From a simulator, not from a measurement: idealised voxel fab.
process module | voxel double patterning
cross-section cut | 220 nm wide | cells 5 nm
A cross-section is a grid of square cells, given in bands from the top down. A band is one or more rows of cells.
Each band's line starts with the height of the band's top and of its bottom, in nm. Then come its materials from left to right, each with its width in nm. One material with "throughout" fills the band from edge to edge. "air" is empty space.
Height 0 is the level under which the wafer as received is all one material. The lowest band goes on downwards, as in "0 down".
A width such as "30 to 40" changes by the same amount from each row of cells to the next, from the band's top row to its bottom row.
"no change" after a step means that no cell of the cross-section changed.
closed voids: empty space of 8 cells or more with no open way to the top, each as width x height at its distance from the left edge, in nm
after a step's settings: what the simulator itself notes on the step
overlay nm, on a step with a mask: how far to the right of its planned place the mask lay; to the left if negative
plan
1 op RECEIVE | material Si
2 op CONFORMAL_DEP | material SiO2 | thk nm 10
3 op DIRECTIONAL_DEP | material TiN | thk nm 20
4 op DIRECTIONAL_DEP | material SiN | thk nm 10
5 op PATTERN | tone open | mask id FIRST | material resist | width nm 15 | pitch nm 50 | thk nm 15 | overlay nm 0
6 op DIRECTIONAL_ETCH | etch materials SiN | depth nm 10
7 op STRIP | etch materials resist
8 op DIRECTIONAL_DEP | material aC | thk nm 15
9 op PATTERN | tone open | mask id SECOND | material resist | width nm 15 | thk nm 35 | overlay nm 0
10 op DIRECTIONAL_ETCH | etch materials aC | depth nm 15
11 op STRIP | etch materials resist
12 op DIRECTIONAL_ETCH | etch materials SiN | depth nm 10
13 op STRIP | etch materials aC
14 op DIRECTIONAL_ETCH | etch materials TiN | depth nm 20
15 op STRIP | etch materials SiN
first wafer, as planned
as received, after step 1
  0 down: Si throughout
  closed voids: none
after step 2
  10 to 0: SiO2 throughout
  below 0: unchanged
after step 3
  30 to 10: TiN throughout
  below 10: unchanged
after step 4
  40 to 30: SiN throughout
  below 30: unchanged
after step 5
  55 to 40: resist 75 | air 15 | resist 35 | air 15 | resist 80
  below 40: unchanged
after step 6
  55 to 40: resist 75 | air 15 | resist 35 | air 15 | resist 80
  40 to 30: SiN 75 | air 15 | SiN 35 | air 15 | SiN 80
  below 30: unchanged
after step 7
  40 to 30: SiN 75 | air 15 | SiN 35 | air 15 | SiN 80
  below 30: unchanged
after step 8
  55 to 45: aC 75 | air 15 | aC 35 | air 15 | aC 80
  45 to 40: aC throughout
  40 to 30: SiN 75 | aC 15 | SiN 35 | aC 15 | SiN 80
  below 30: unchanged
after step 9
  90 to 55: resist 100 | air 15 | resist 105
  55 to 45: aC 75 | resist 15 | aC 35 | resist 15 | aC 80
  below 45: unchanged
after step 10
  75 to 55: resist 100 | air 15 | resist 105
  55 to 45: aC 75 | resist 15 | aC 10 | air 15 | aC 10 | resist 15 | aC 80
  45 to 40: aC 100 | air 15 | aC 105
  below 40: unchanged
after step 11
  55 to 45: aC 75 | air 15 | aC 10 | air 15 | aC 10 | air 15 | aC 80
  below 45: unchanged
after step 12
  55 to 45: aC 75 | air 15 | aC 10 | air 15 | aC 10 | air 15 | aC 80
  45 to 40: aC 100 | air 15 | aC 105
  40 to 30: SiN 75 | aC 15 | SiN 10 | air 15 | SiN 10 | aC 15 | SiN 80
  below 30: unchanged
after step 13
  40 to 30: SiN 75 | air 15 | SiN 10 | air 15 | SiN 10 | air 15 | SiN 80
  below 30: unchanged
after step 14
  40 to 30: SiN 75 | air 15 | SiN 10 | air 15 | SiN 10 | air 15 | SiN 80
  30 to 10: TiN 75 | air 15 | TiN 10 | air 15 | TiN 10 | air 15 | TiN 80
  below 10: unchanged
after step 15
  30 to 10: TiN 75 | air 15 | TiN 10 | air 15 | TiN 10 | air 15 | TiN 80
  below 10: unchanged
second wafer: like start, like plan, one mistake. Through step 4 it matches the first wafer
when step 5 should have ended
  55 to 40: resist 75 | air 20 | resist 30 | air 20 | resist 75
  below 40: unchanged
when step 6 should have ended
  55 to 40: resist 75 | air 20 | resist 30 | air 20 | resist 75
  40 to 30: SiN 75 | air 20 | SiN 30 | air 20 | SiN 75
  below 30: unchanged
when step 7 should have ended
  40 to 30: SiN 75 | air 20 | SiN 30 | air 20 | SiN 75
  below 30: unchanged
when step 8 should have ended
  55 to 45: aC 75 | air 20 | aC 30 | air 20 | aC 75
  45 to 40: aC throughout
  40 to 30: SiN 75 | aC 20 | SiN 30 | aC 20 | SiN 75
  below 30: unchanged
when step 9 should have ended
  90 to 55: resist 100 | air 15 | resist 105
  55 to 45: aC 75 | resist 20 | aC 30 | resist 20 | aC 75
  below 45: unchanged
when step 10 should have ended
  75 to 55: resist 100 | air 15 | resist 105
  55 to 45: aC 75 | resist 20 | aC 5 | air 15 | aC 10 | resist 20 | aC 75
  45 to 40: aC 100 | air 15 | aC 105
  below 40: unchanged
when step 11 should have ended
  55 to 45: aC 75 | air 20 | aC 5 | air 15 | aC 10 | air 20 | aC 75
  below 45: unchanged
when step 12 should have ended
  55 to 45: aC 75 | air 20 | aC 5 | air 15 | aC 10 | air 20 | aC 75
  45 to 40: aC 100 | air 15 | aC 105
  40 to 30: SiN 75 | aC 20 | SiN 5 | air 15 | SiN 10 | aC 20 | SiN 75
  below 30: unchanged
when step 13 should have ended
  40 to 30: SiN 75 | air 20 | SiN 5 | air 15 | SiN 10 | air 20 | SiN 75
  below 30: unchanged
when step 14 should have ended
  40 to 30: SiN 75 | air 20 | SiN 5 | air 15 | SiN 10 | air 20 | SiN 75
  30 to 10: TiN 75 | air 20 | TiN 5 | air 15 | TiN 10 | air 20 | TiN 75
  below 10: unchanged
when step 15 should have ended
  30 to 10: TiN 75 | air 20 | TiN 5 | air 15 | TiN 10 | air 20 | TiN 75
  below 10: unchanged
what went wrong: step 5 ran as: op PATTERN | tone open | mask id FIRST | material resist | width nm 20 | pitch nm 50 | thk nm 15 | overlay nm 0
at the end the second wafer has, in cells: 8 fewer of TiN
